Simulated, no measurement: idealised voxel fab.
The name of this process module is voxel self aligned vias.
Cross-sectional view cut (width: 295 nm; square cell size: 5 nm).
Cross-section format: a grid of square cells, given as bands from top to bottom; each band is one or more rows of cells. Band: top height; bottom height; in nm. Then, left to right: material with width in nm, for each material. "everywhere": a single material spanning edge to edge. "air": empty space. Zero point of the height axis is 0; under it, received wafer = one material. Lowest band: continues down indefinitely, "0..down". You'd read "30->40" like this: the band's top row of cells is as wide as the first number, its bottom row is as wide as the second, and going down, every row changes width by the same amount as the row before did. You'll sometimes find "no modification" written for a step, and that's the way of saying that nowhere in the cross-section did a cell change during that step. "Voids, enclosed" means: voids of 8 cells or more that are shut off from the top with no open way through. Written width x height at distance, distance from the left edge, in nm. Text after the settings on a step's line: the simulator's own remark on that step. You can add "overlay nm" to a step's line. For a step with a mask, it describes how far the mask lay to the right of its planned position, and a negative number describes a lay to the left.

# The planned process steps are enumerated hereunder
- 1: op RECEIVE | material Si
- 2: op CONFORMAL_DEP | material SiO2 | thk nm 10
- 3: op CONFORMAL_DEP | material SiCN | thk nm 5
- 4: op DIRECTIONAL_DEP | material SiO2 | thk nm 30
- 5: op MASKED_ETCH | tone open | mask id LINES | width nm 25 | pitch nm 65 | etch materials SiO2 | depth nm 30 | overlay nm 0
- 6: op CONFORMAL_DEP | material TiN | thk nm 5
- 7: op FILL_DEP | material W | thk nm 10
- 8: op CMP | height nm 45
- 9: op SELECTIVE_ETCH | etch materials W Ru TiN | depth nm 10
- 10: op FILL_DEP | material SiN | thk nm 5
- 11: op CMP | height nm 45
- 12: op DIRECTIONAL_DEP | material SiO2 | thk nm 15
- 13: op PATTERN | tone open | mask id VIAS | material resist | width nm 35 | pitch nm 130 | thk nm 15 | overlay nm 0
- 14: op DIRECTIONAL_ETCH | etch materials SiO2 | depth nm 15
- 15: op DIRECTIONAL_ETCH | etch materials SiN | depth nm 10
- 16: op STRIP | etch materials resist
- 17: op CONFORMAL_DEP | material TiN | thk nm 5
- 18: op FILL_DEP | material Ru | thk nm 10
- 19: op CMP | height nm 60
- 20: op CONFORMAL_DEP | material SiCN | thk nm 5

# Step 1 complete: cross-section of the wafer as received
0..down: Si everywhere
Voids, enclosed: none

# End-of-module cross-section of the first of two wafers, processed as planned
65..60: SiCN everywhere
60..50: SiO2 65; TiN 5; Ru 25; TiN 5; SiO2 95; TiN 5; Ru 25; TiN 5; SiO2 65
50..45: SiO2 65; TiN 10; Ru 15; TiN 10; SiO2 95; TiN 10; Ru 15; TiN 10; SiO2 65
45..40: SiO2 70; TiN 5; Ru 15; TiN 5; SiO2 40; SiN 25; SiO2 40; TiN 5; Ru 15; TiN 5; SiO2 70
40..35: SiO2 70; TiN 25; SiO2 40; SiN 25; SiO2 40; TiN 25; SiO2 70
35..20: SiO2 70; TiN 5; W 15; TiN 5; SiO2 40; TiN 5; W 15; TiN 5; SiO2 40; TiN 5; W 15; TiN 5; SiO2 70
20..15: SiO2 70; TiN 25; SiO2 40; TiN 25; SiO2 40; TiN 25; SiO2 70
15..10: SiCN everywhere
10..0: SiO2 everywhere
0..down: Si everywhere
Voids, enclosed: none

# Wafer two, end of module, cross-section. Same start, same plan as wafer one. One mistake in the run
65..60: SiCN everywhere
60..50: SiO2 65; TiN 5; Ru 25; TiN 5; SiO2 95; TiN 5; Ru 25; TiN 5; SiO2 65
50..45: SiO2 65; TiN 15; Ru 10; TiN 10; SiO2 95; TiN 15; Ru 10; TiN 10; SiO2 65
45..40: SiO2 75; TiN 5; Ru 10; TiN 5; SiO2 45; SiN 20; SiO2 45; TiN 5; Ru 10; TiN 5; SiO2 70
40..35: SiO2 75; TiN 20; SiO2 45; SiN 20; SiO2 45; TiN 20; SiO2 70
35..20: SiO2 75; TiN 5; W 10; TiN 5; SiO2 45; TiN 5; W 10; TiN 5; SiO2 45; TiN 5; W 10; TiN 5; SiO2 70
20..15: SiO2 75; TiN 20; SiO2 45; TiN 20; SiO2 45; TiN 20; SiO2 70
15..10: SiCN everywhere
10..0: SiO2 everywhere
0..down: Si everywhere
Voids, enclosed: none
What was the processing mistake? for step 5, the planned setting was not used; the step was instead run as op MASKED_ETCH | tone open | mask id LINES | width nm 20 | pitch nm 65 | etch materials SiO2 | depth nm 30 | overlay nm 0
Once processing is complete, comparing cell counts shows that the second wafer has more or fewer of certain materials than the first: 4 fewer of Ru; 2 fewer of SiN; 18 more of SiO2; 3 fewer of TiN; 9 fewer of W
